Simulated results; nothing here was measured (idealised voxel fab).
Title: Process Module voxel capacitor over wiring
Xsec cut, 300 nm wide, square cell size 5 nm.
Bands, listed from the top down, are how a cross-section gets written in this document; the cross-section itself is a grid of square cells, and a band is one or more rows of them.
What a band's entry tells you: where the top is and where the bottom is, as heights in nm, and after that what lies inside, material by material from left to right, each with its width in nm. Empty space is written as the word "empty", and a single material marked with the word "edge to edge" occupies the band from edge to edge.
Height datum 0, below which the as-received substrate wafer is one material. Lowest band open at the bottom, running downward: "top 0, no bottom".
Quick explanation for "30..40": the width changes in equal steps down the rows of cells, from the first number in the band's top row to the second number in its bottom row.
"nothing got changed" for a step: no cell of the cross-section changed in that step.
Heads up: "Sealed void listing" only lists the empty pockets with no open path to the top that are 8 cells or more, and it writes them as width x height at distance, distance from the left edge, in nm.
It should be noted that, on the line of a given step, the content following the step's settings is a remark produced by the simulator itself with respect to that step.
overlay nm: on a step with a mask, how far right of its planned place the mask lay; negative means left.

### Listed below are the process steps as planned
- 1: RECEIVE, material Si
- 2: CONFORMAL_DEP, material SiO2, thk nm 10
- 3: CONFORMAL_DEP, material SiCN, thk nm 5
- 4: DIRECTIONAL_DEP, material lowk, thk nm 25
- 5: MASKED_ETCH, tone open, mask id METAL_1, width nm 30, pitch nm 100, etch materials lowk, depth nm 25, overlay nm 0
- 6: MASKED_ETCH, tone open, mask id METAL_1, width nm 30, pitch nm 100, etch materials SiCN, depth nm 5, overlay nm 0
- 7: CONFORMAL_DEP, material TiN, thk nm 5
- 8: FILL_DEP, material Cu, thk nm 5
- 9: CMP, height nm 40
- 10: EPI, material Ru, thk nm 5
- 11: FILL_DEP, material SiCN, thk nm 5
- 12: DIRECTIONAL_DEP, material lowk, thk nm 10
- 13: DIRECTIONAL_DEP, material aC, thk nm 15
- 14: PATTERN, tone open, mask id PLUG_1, material resist, width nm 15, thk nm 35, overlay nm 0
- 15: DIRECTIONAL_ETCH, etch materials aC, depth nm 15
- 16: STRIP, etch materials resist
- 17: DIRECTIONAL_ETCH, etch materials lowk, depth nm 10
- 18: DIRECTIONAL_ETCH, etch materials SiCN, depth nm 5
- 19: STRIP, etch materials aC
- 20: EPI, material Ru, thk nm 10
- 21: EPI, material Ru, thk nm 5
- 22: DIRECTIONAL_DEP, material TiN, thk nm 5
- 23: DIRECTIONAL_DEP, material SiN, thk nm 5
- 24: DIRECTIONAL_DEP, material TiN, thk nm 5
- 25: DIRECTIONAL_DEP, material aC, thk nm 15
- 26: PATTERN, tone cover, mask id UPPER_PLATE, material resist, width nm 75, thk nm 30, overlay nm 0
- 27: DIRECTIONAL_ETCH, etch materials aC, depth nm 15
- 28: STRIP, etch materials resist
- 29: DIRECTIONAL_ETCH, etch materials TiN, depth nm 5
- 30: DIRECTIONAL_ETCH, etch materials SiN, depth nm 5
- 31: STRIP, etch materials aC
- 32: DIRECTIONAL_DEP, material aC, thk nm 15
- 33: PATTERN, tone cover, mask id LOWER_PLATE, material resist, width nm 85, thk nm 35, overlay nm 0
- 34: DIRECTIONAL_ETCH, etch materials aC, depth nm 15
- 35: STRIP, etch materials resist
- 36: DIRECTIONAL_ETCH, etch materials TiN, depth nm 5
- 37: STRIP, etch materials aC
- 38: FILL_DEP, material SiO2, thk nm 15
- 39: CMP, height nm 85
- 40: DIRECTIONAL_DEP, material aC, thk nm 15
- 41: PATTERN, tone open, mask id PLUG_2, material resist, width nm 15, thk nm 35, overlay nm 0
- 42: DIRECTIONAL_ETCH, etch materials aC, depth nm 15
- 43: STRIP, etch materials resist
- 44: DIRECTIONAL_ETCH, etch materials SiO2, depth nm 10
- 45: STRIP, etch materials aC
- 46: CONFORMAL_DEP, material TiN, thk nm 5
- 47: FILL_DEP, material Cu, thk nm 10
- 48: CMP, height nm 85
- 49: CONFORMAL_DEP, material SiCN, thk nm 5

### The following pertains to the first of two wafers, which was processed as planned

### Shown in cross-section is the wafer as received, that is, as it stands after step 1
* top 0, no bottom  Si edge to edge
* Sealed void listing: none

### Step 2 complete: cross-section through the wafer
* top 10, bottom 0  SiO2 edge to edge
* Anything lower than 0 is untouched.

### Step 3 complete: cross-section through the wafer
* top 15, bottom 10  SiCN edge to edge
* Anything lower than 10 is untouched.

### Step 4 complete: cross-section through the wafer
* top 40, bottom 15  lowk edge to edge
* Anything lower than 15 is untouched.

### Step 5 complete: cross-section through the wafer
* top 40, bottom 15  85 of lowk | 30 of empty | 70 of lowk | 30 of empty | 85 of lowk
* Anything lower than 15 is untouched.

### Step 6 complete: cross-section through the wafer
* top 40, bottom 15  85 of lowk | 30 of empty | 70 of lowk | 30 of empty | 85 of lowk
* top 15, bottom 10  85 of SiCN | 30 of empty | 70 of SiCN | 30 of empty | 85 of SiCN
* Anything lower than 10 is untouched.

### Step 7 complete: cross-section through the wafer
* top 45, bottom 40  90 of TiN | 20 of empty | 80 of TiN | 20 of empty | 90 of TiN
* top 40, bottom 15  85 of lowk | 5 of TiN | 20 of empty | 5 of TiN | 70 of lowk | 5 of TiN | 20 of empty | 5 of TiN | 85 of lowk
* top 15, bottom 10  85 of SiCN | 30 of TiN | 70 of SiCN | 30 of TiN | 85 of SiCN
* Anything lower than 10 is untouched.

### Step 8 complete: cross-section through the wafer
* top 50, bottom 45  Cu edge to edge
* top 45, bottom 40  90 of TiN | 20 of Cu | 80 of TiN | 20 of Cu | 90 of TiN
* top 40, bottom 15  85 of lowk | 5 of TiN | 20 of Cu | 5 of TiN | 70 of lowk | 5 of TiN | 20 of Cu | 5 of TiN | 85 of lowk
* Anything lower than 15 is untouched.

### Step 9 complete: cross-section through the wafer
* top 40, bottom 15  85 of lowk | 5 of TiN | 20 of Cu | 5 of TiN | 70 of lowk | 5 of TiN | 20 of Cu | 5 of TiN | 85 of lowk
* Anything lower than 15 is untouched.

### Step 10 complete: cross-section through the wafer
* top 45, bottom 40  80 of empty | 40 of Ru | 60 of empty | 40 of Ru | 80 of empty
* Anything lower than 40 is untouched.

### Step 11 complete: cross-section through the wafer
* top 50, bottom 45  SiCN edge to edge
* top 45, bottom 40  80 of SiCN | 40 of Ru | 60 of SiCN | 40 of Ru | 80 of SiCN
* Anything lower than 40 is untouched.

### Step 12 complete: cross-section through the wafer
* top 60, bottom 50  lowk edge to edge
* Anything lower than 50 is untouched.

### Step 13 complete: cross-section through the wafer
* top 75, bottom 60  aC edge to edge
* Anything lower than 60 is untouched.

### Step 14 complete: cross-section through the wafer
* top 110, bottom 75  100 of resist | 15 of empty | 185 of resist
* Anything lower than 75 is untouched.

### Step 15 complete: cross-section through the wafer
* top 95, bottom 75  100 of resist | 15 of empty | 185 of resist
* top 75, bottom 60  100 of aC | 15 of empty | 185 of aC
* Anything lower than 60 is untouched.

### Step 16 complete: cross-section through the wafer
* top 75, bottom 60  100 of aC | 15 of empty | 185 of aC
* Anything lower than 60 is untouched.

### Step 17 complete: cross-section through the wafer
* top 75, bottom 60  100 of aC | 15 of empty | 185 of aC
* top 60, bottom 50  100 of lowk | 15 of empty | 185 of lowk
* Anything lower than 50 is untouched.

### Step 18 complete: cross-section through the wafer
* top 75, bottom 60  100 of aC | 15 of empty | 185 of aC
* top 60, bottom 50  100 of lowk | 15 of empty | 185 of lowk
* top 50, bottom 45  100 of SiCN | 15 of empty | 185 of SiCN
* Anything lower than 45 is untouched.

### Step 19 complete: cross-section through the wafer
* top 60, bottom 50  100 of lowk | 15 of empty | 185 of lowk
* Anything lower than 50 is untouched.

### Step 20 complete: cross-section through the wafer
* top 60, bottom 55  100 of lowk | 15 of empty | 185 of lowk
* top 55, bottom 50  100 of lowk | 15 of Ru | 185 of lowk
* top 50, bottom 45  100 of SiCN | 15 of Ru | 185 of SiCN
* Anything lower than 45 is untouched.

### Step 21 complete: cross-section through the wafer
* top 60, bottom 50  100 of lowk | 15 of Ru | 185 of lowk
* Anything lower than 50 is untouched.

### Step 22 complete: cross-section through the wafer
* top 65, bottom 60  TiN edge to edge
* Anything lower than 60 is untouched.

### Step 23 complete: cross-section through the wafer
* top 70, bottom 65  SiN edge to edge
* Anything lower than 65 is untouched.

### Step 24 complete: cross-section through the wafer
* top 75, bottom 70  TiN edge to edge
* Anything lower than 70 is untouched.

### Step 25 complete: cross-section through the wafer
* top 90, bottom 75  aC edge to edge
* Anything lower than 75 is untouched.

### Step 26 complete: cross-section through the wafer
* top 120, bottom 90  100 of empty | 75 of resist | 125 of empty
* Anything lower than 90 is untouched.

### Step 27 complete: cross-section through the wafer
* top 105, bottom 90  100 of empty | 75 of resist | 125 of empty
* top 90, bottom 75  100 of empty | 75 of aC | 125 of empty
* Anything lower than 75 is untouched.

### Step 28 complete: cross-section through the wafer
* top 90, bottom 75  100 of empty | 75 of aC | 125 of empty
* Anything lower than 75 is untouched.

### Step 29 complete: cross-section through the wafer
* top 90, bottom 75  100 of empty | 75 of aC | 125 of empty
* top 75, bottom 70  100 of empty | 75 of TiN | 125 of empty
* Anything lower than 70 is untouched.

### Step 30 complete: cross-section through the wafer
* top 90, bottom 75  100 of empty | 75 of aC | 125 of empty
* top 75, bottom 70  100 of empty | 75 of TiN | 125 of empty
* top 70, bottom 65  100 of empty | 75 of SiN | 125 of empty
* Anything lower than 65 is untouched.

### Step 31 complete: cross-section through the wafer
* top 75, bottom 70  100 of empty | 75 of TiN | 125 of empty
* Anything lower than 70 is untouched.

### Step 32 complete: cross-section through the wafer
* top 90, bottom 80  100 of empty | 75 of aC | 125 of empty
* top 80, bottom 75  aC edge to edge
* top 75, bottom 70  100 of aC | 75 of TiN | 125 of aC
* top 70, bottom 65  100 of aC | 75 of SiN | 125 of aC
* Anything lower than 65 is untouched.

### Step 33 complete: cross-section through the wafer
* top 125, bottom 90  95 of empty | 85 of resist | 120 of empty
* top 90, bottom 80  95 of empty | 5 of resist | 75 of aC | 5 of resist | 120 of empty
* Anything lower than 80 is untouched.

### Step 34 complete: cross-section through the wafer
* top 110, bottom 90  95 of empty | 85 of resist | 120 of empty
* top 90, bottom 80  95 of empty | 5 of resist | 75 of aC | 5 of resist | 120 of empty
* top 80, bottom 75  95 of empty | 85 of aC | 120 of empty
* top 75, bottom 70  95 of empty | 5 of aC | 75 of TiN | 5 of aC | 120 of empty
* top 70, bottom 65  95 of empty | 5 of aC | 75 of SiN | 5 of aC | 120 of empty
* Anything lower than 65 is untouched.

### Step 35 complete: cross-section through the wafer
* top 90, bottom 80  100 of empty | 75 of aC | 125 of empty
* Anything lower than 80 is untouched.

### Step 36 complete: cross-section through the wafer
* top 90, bottom 80  100 of empty | 75 of aC | 125 of empty
* top 80, bottom 75  95 of empty | 85 of aC | 120 of empty
* top 75, bottom 70  95 of empty | 5 of aC | 75 of TiN | 5 of aC | 120 of empty
* top 70, bottom 65  95 of empty | 5 of aC | 75 of SiN | 5 of aC | 120 of empty
* top 65, bottom 60  95 of empty | 85 of TiN | 120 of empty
* Anything lower than 60 is untouched.

### Step 37 complete: cross-section through the wafer
* top 75, bottom 70  100 of empty | 75 of TiN | 125 of empty
* top 70, bottom 65  100 of empty | 75 of SiN | 125 of empty
* Anything lower than 65 is untouched.

### Step 38 complete: cross-section through the wafer
* top 90, bottom 75  SiO2 edge to edge
* top 75, bottom 70  100 of SiO2 | 75 of TiN | 125 of SiO2
* top 70, bottom 65  100 of SiO2 | 75 of SiN | 125 of SiO2
* top 65, bottom 60  95 of SiO2 | 85 of TiN | 120 of SiO2
* Anything lower than 60 is untouched.

### Step 39 complete: cross-section through the wafer
* top 85, bottom 75  SiO2 edge to edge
* Anything lower than 75 is untouched.

### Step 40 complete: cross-section through the wafer
* top 100, bottom 85  aC edge to edge
* Anything lower than 85 is untouched.

### Step 41 complete: cross-section through the wafer
* top 135, bottom 100  110 of resist | 15 of empty | 175 of resist
* Anything lower than 100 is untouched.

### Step 42 complete: cross-section through the wafer
* top 120, bottom 100  110 of resist | 15 of empty | 175 of resist
* top 100, bottom 85  110 of aC | 15 of empty | 175 of aC
* Anything lower than 85 is untouched.

### Step 43 complete: cross-section through the wafer
* top 100, bottom 85  110 of aC | 15 of empty | 175 of aC
* Anything lower than 85 is untouched.

### Step 44 complete: cross-section through the wafer
* top 100, bottom 85  110 of aC | 15 of empty | 175 of aC
* top 85, bottom 75  110 of SiO2 | 15 of empty | 175 of SiO2
* Anything lower than 75 is untouched.

### Step 45 complete: cross-section through the wafer
* top 85, bottom 75  110 of SiO2 | 15 of empty | 175 of SiO2
* Anything lower than 75 is untouched.

### Step 46 complete: cross-section through the wafer
* top 90, bottom 85  115 of TiN | 5 of empty | 180 of TiN
* top 85, bottom 80  110 of SiO2 | 5 of TiN | 5 of empty | 5 of TiN | 175 of SiO2
* top 80, bottom 70  110..100 of SiO2 | 15..75 of TiN | 175..125 of SiO2
* Anything lower than 70 is untouched.

### Step 47 complete: cross-section through the wafer
* top 100, bottom 90  Cu edge to edge
* top 90, bottom 85  115 of TiN | 5 of Cu | 180 of TiN
* top 85, bottom 80  110 of SiO2 | 5 of TiN | 5 of Cu | 5 of TiN | 175 of SiO2
* Anything lower than 80 is untouched.

### Step 48 complete: cross-section through the wafer
* top 85, bottom 80  110 of SiO2 | 5 of TiN | 5 of Cu | 5 of TiN | 175 of SiO2
* Anything lower than 80 is untouched.

### Step 49 complete: cross-section through the wafer
* top 90, bottom 85  SiCN edge to edge
* Anything lower than 85 is untouched.

### The second wafer: identical to the first at the outset and in its planned sequence, differing only in that one mistake was made during processing; up to and including step 19, its path is the first wafer's path

when step 20 should have ended: nothing got changed

### when step 21 should have ended
* top 60, bottom 50  100 of lowk | 15 of empty | 185 of lowk
* top 50, bottom 45  100 of SiCN | 15 of Ru | 185 of SiCN
* Anything lower than 45 is untouched.

### when step 22 should have ended
* top 65, bottom 60  100 of TiN | 15 of empty | 185 of TiN
* top 60, bottom 55  100 of lowk | 15 of empty | 185 of lowk
* top 55, bottom 50  100 of lowk | 15 of TiN | 185 of lowk
* Anything lower than 50 is untouched.

### when step 23 should have ended
* top 70, bottom 65  100 of SiN | 15 of empty | 185 of SiN
* top 65, bottom 60  100 of TiN | 15 of empty | 185 of TiN
* top 60, bottom 55  100 of lowk | 15 of SiN | 185 of lowk
* Anything lower than 55 is untouched.

### when step 24 should have ended
* top 75, bottom 70  100 of TiN | 15 of empty | 185 of TiN
* top 70, bottom 65  100 of SiN | 15 of empty | 185 of SiN
* top 65, bottom 60  TiN edge to edge
* Anything lower than 60 is untouched.

### when step 25 should have ended
* top 90, bottom 80  100 of aC | 15 of empty | 185 of aC
* top 80, bottom 75  aC edge to edge
* top 75, bottom 70  100 of TiN | 15 of aC | 185 of TiN
* top 70, bottom 65  100 of SiN | 15 of aC | 185 of SiN
* Anything lower than 65 is untouched.

### when step 26 should have ended
* top 120, bottom 90  100 of empty | 75 of resist | 125 of empty
* top 90, bottom 80  100 of aC | 15 of resist | 185 of aC
* Anything lower than 80 is untouched.

### when step 27 should have ended
* top 105, bottom 90  100 of empty | 75 of resist | 125 of empty
* top 90, bottom 80  100 of empty | 15 of resist | 60 of aC | 125 of empty
* top 80, bottom 75  100 of empty | 75 of aC | 125 of empty
* Anything lower than 75 is untouched.

### when step 28 should have ended
* top 90, bottom 80  115 of empty | 60 of aC | 125 of empty
* Anything lower than 80 is untouched.

### when step 29 should have ended
* top 90, bottom 80  115 of empty | 60 of aC | 125 of empty
* top 80, bottom 75  100 of empty | 75 of aC | 125 of empty
* top 75, bottom 70  100 of empty | 15 of aC | 60 of TiN | 125 of empty
* Anything lower than 70 is untouched.

### when step 30 should have ended
* top 90, bottom 80  115 of empty | 60 of aC | 125 of empty
* top 80, bottom 75  100 of empty | 75 of aC | 125 of empty
* top 75, bottom 70  100 of empty | 15 of aC | 60 of TiN | 125 of empty
* top 70, bottom 65  100 of empty | 15 of aC | 60 of SiN | 125 of empty
* Anything lower than 65 is untouched.

### when step 31 should have ended
* top 75, bottom 70  115 of empty | 60 of TiN | 125 of empty
* top 70, bottom 65  115 of empty | 60 of SiN | 125 of empty
* Anything lower than 65 is untouched.

### when step 32 should have ended
* top 90, bottom 80  115 of empty | 60 of aC | 125 of empty
* top 80, bottom 75  aC edge to edge
* top 75, bottom 70  115 of aC | 60 of TiN | 125 of aC
* top 70, bottom 65  115 of aC | 60 of SiN | 125 of aC
* Anything lower than 65 is untouched.

### when step 33 should have ended
* top 125, bottom 90  95 of empty | 85 of resist | 120 of empty
* top 90, bottom 80  95 of empty | 20 of resist | 60 of aC | 5 of resist | 120 of empty
* Anything lower than 80 is untouched.

### when step 34 should have ended
* top 110, bottom 90  95 of empty | 85 of resist | 120 of empty
* top 90, bottom 80  95 of empty | 20 of resist | 60 of aC | 5 of resist | 120 of empty
* top 80, bottom 75  95 of empty | 85 of aC | 120 of empty
* top 75, bottom 70  95 of empty | 20 of aC | 60 of TiN | 5 of aC | 120 of empty
* top 70, bottom 65  95 of empty | 20 of aC | 60 of SiN | 5 of aC | 120 of empty
* Anything lower than 65 is untouched.

### when step 35 should have ended
* top 90, bottom 80  115 of empty | 60 of aC | 125 of empty
* Anything lower than 80 is untouched.

### when step 36 should have ended
* top 90, bottom 80  115 of empty | 60 of aC | 125 of empty
* top 80, bottom 75  95 of empty | 85 of aC | 120 of empty
* top 75, bottom 70  95 of empty | 20 of aC | 60 of TiN | 5 of aC | 120 of empty
* top 70, bottom 65  95 of empty | 20 of aC | 60 of SiN | 5 of aC | 120 of empty
* top 65, bottom 60  95 of empty | 85 of TiN | 120 of empty
* Anything lower than 60 is untouched.

### when step 37 should have ended
* top 75, bottom 70  115 of empty | 60 of TiN | 125 of empty
* top 70, bottom 65  115 of empty | 60 of SiN | 125 of empty
* Anything lower than 65 is untouched.

### when step 38 should have ended
* top 90, bottom 75  SiO2 edge to edge
* top 75, bottom 70  115 of SiO2 | 60 of TiN | 125 of SiO2
* top 70, bottom 65  115 of SiO2 | 60 of SiN | 125 of SiO2
* top 65, bottom 60  95 of SiO2 | 85 of TiN | 120 of SiO2
* Anything lower than 60 is untouched.

### when step 39 should have ended
* top 85, bottom 75  SiO2 edge to edge
* Anything lower than 75 is untouched.

### when step 40 should have ended
* top 100, bottom 85  aC edge to edge
* Anything lower than 85 is untouched.

### when step 41 should have ended
* top 135, bottom 100  110 of resist | 15 of empty | 175 of resist
* Anything lower than 100 is untouched.

### when step 42 should have ended
* top 120, bottom 100  110 of resist | 15 of empty | 175 of resist
* top 100, bottom 85  110 of aC | 15 of empty | 175 of aC
* Anything lower than 85 is untouched.

### when step 43 should have ended
* top 100, bottom 85  110 of aC | 15 of empty | 175 of aC
* Anything lower than 85 is untouched.

### when step 44 should have ended
* top 100, bottom 85  110 of aC | 15 of empty | 175 of aC
* top 85, bottom 75  110 of SiO2 | 15 of empty | 175 of SiO2
* Anything lower than 75 is untouched.

### when step 45 should have ended
* top 85, bottom 75  110 of SiO2 | 15 of empty | 175 of SiO2
* Anything lower than 75 is untouched.

### when step 46 should have ended
* top 90, bottom 85  115 of TiN | 5 of empty | 180 of TiN
* top 85, bottom 80  110 of SiO2 | 5 of TiN | 5 of empty | 5 of TiN | 175 of SiO2
* top 80, bottom 70  110..115 of SiO2 | 15..60 of TiN | 175..125 of SiO2
* Anything lower than 70 is untouched.

### when step 47 should have ended
* top 100, bottom 90  Cu edge to edge
* top 90, bottom 85  115 of TiN | 5 of Cu | 180 of TiN
* top 85, bottom 80  110 of SiO2 | 5 of TiN | 5 of Cu | 5 of TiN | 175 of SiO2
* Anything lower than 80 is untouched.

### when step 48 should have ended
* top 85, bottom 80  110 of SiO2 | 5 of TiN | 5 of Cu | 5 of TiN | 175 of SiO2
* Anything lower than 80 is untouched.

### when step 49 should have ended
* top 90, bottom 85  SiCN edge to edge
* Anything lower than 85 is untouched.
It is concluded that the wafer was processed incorrectly with respect to the plan, in that step 20 of the plan was excluded from execution and never run
Final comparison by cell count, materials where the second wafer has more or fewer than the first: 6 fewer of Ru | 6 more of SiO2
